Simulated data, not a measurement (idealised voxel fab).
This is a process module. Its name is voxel lift off.
Cross-section cut: width 175 nm, square cells of 5 nm.
This document writes a cross-section as a grid whose cells are square, and gives it as bands, listed from the top down; one or more rows of cells form a band.
What a band's entry tells you: where the top is and where the bottom is, as heights in nm, and after that what lies inside, material by material from left to right, each with its width in nm. Empty space is written as the word "blank", and a single material marked with the word "all across" occupies the band from edge to edge.
Ref level 0: as-received wafer is one material below here. Bottom band extends down with no lower bound ("0 down").
You'd read "30->40" like this: the band's top row of cells is as wide as the first number, its bottom row is as wide as the second, and going down, every row changes width by the same amount as the row before did.
For the purposes of this document, the phrase "nothing got changed" attached to a step denotes that no cell within the cross-section was modified by that step.
Entry "Internal closed voids" = empty spaces >= 8 cells with no open way to the top; each as width x height at distance, distance from left edge, all nm.
On a step's line, text after the settings is the simulator commenting on that step.
The setting "overlay nm" may be written on the line of a step. When the step uses a mask, the value reports how far to the right of the planned place the mask lay, and a negative value reports that it lay to the left.

# So here's the lineup of process steps we planned
1) RECEIVE (material Si)
2) CONFORMAL_DEP (material SiN; thk nm 15)
3) PATTERN (tone open; mask id LINES; material resist; width nm 15; pitch nm 35; thk nm 25; overlay nm -10)
4) DIRECTIONAL_DEP (material Ru; thk nm 10)
5) STRIP (etch materials resist)
6) CONFORMAL_DEP (material SiCN; thk nm 10)
The overlay nm used in step 3 is not the same on every wafer, whereas the starting condition is; the value printed in the plan is the first wafer's.

# Cross-section of the first of several received wafers, showing its state after step 1
- 0 down | Si all across
- Internal closed voids: none

# First of several wafers, sectioned at end of module (last step: step 6)
- 35 to 25 | blank (5), SiCN (140), blank (30)
- 25 to 15 | SiCN (15), Ru (15), SiCN (20), Ru (15), SiCN (20), Ru (15), SiCN (20), Ru (15), SiCN (40)
- 15 to 0 | SiN all across
- 0 down | Si all across
- Internal closed voids: none

# Last wafer x-sec, end of module
- 35 to 25 | blank (30), SiCN (140), blank (5)
- 25 to 15 | SiCN (40), Ru (15), SiCN (20), Ru (15), SiCN (20), Ru (15), SiCN (20), Ru (15), SiCN (15)
- 15 to 0 | SiN all across
- 0 down | Si all across
- Internal closed voids: none

# Quick key for the table: a row per wafer, taken at the end of the module. For each material it tells you how many cells the wafer gained (+) or lost (-) since it came in, and the closed voids come after
overlay nm -10, +24 Ru, +102 SiCN, +105 SiN, Internal closed voids: none
overlay nm -5, +24 Ru, +102 SiCN, +105 SiN, Internal closed voids: none
overlay nm 0, +24 Ru, +102 SiCN, +105 SiN, Internal closed voids: none
overlay nm 5, +24 Ru, +102 SiCN, +105 SiN, Internal closed voids: none
overlay nm 10, +24 Ru, +102 SiCN, +105 SiN, Internal closed voids: none
overlay nm 15, +24 Ru, +102 SiCN, +105 SiN, Internal closed voids: none
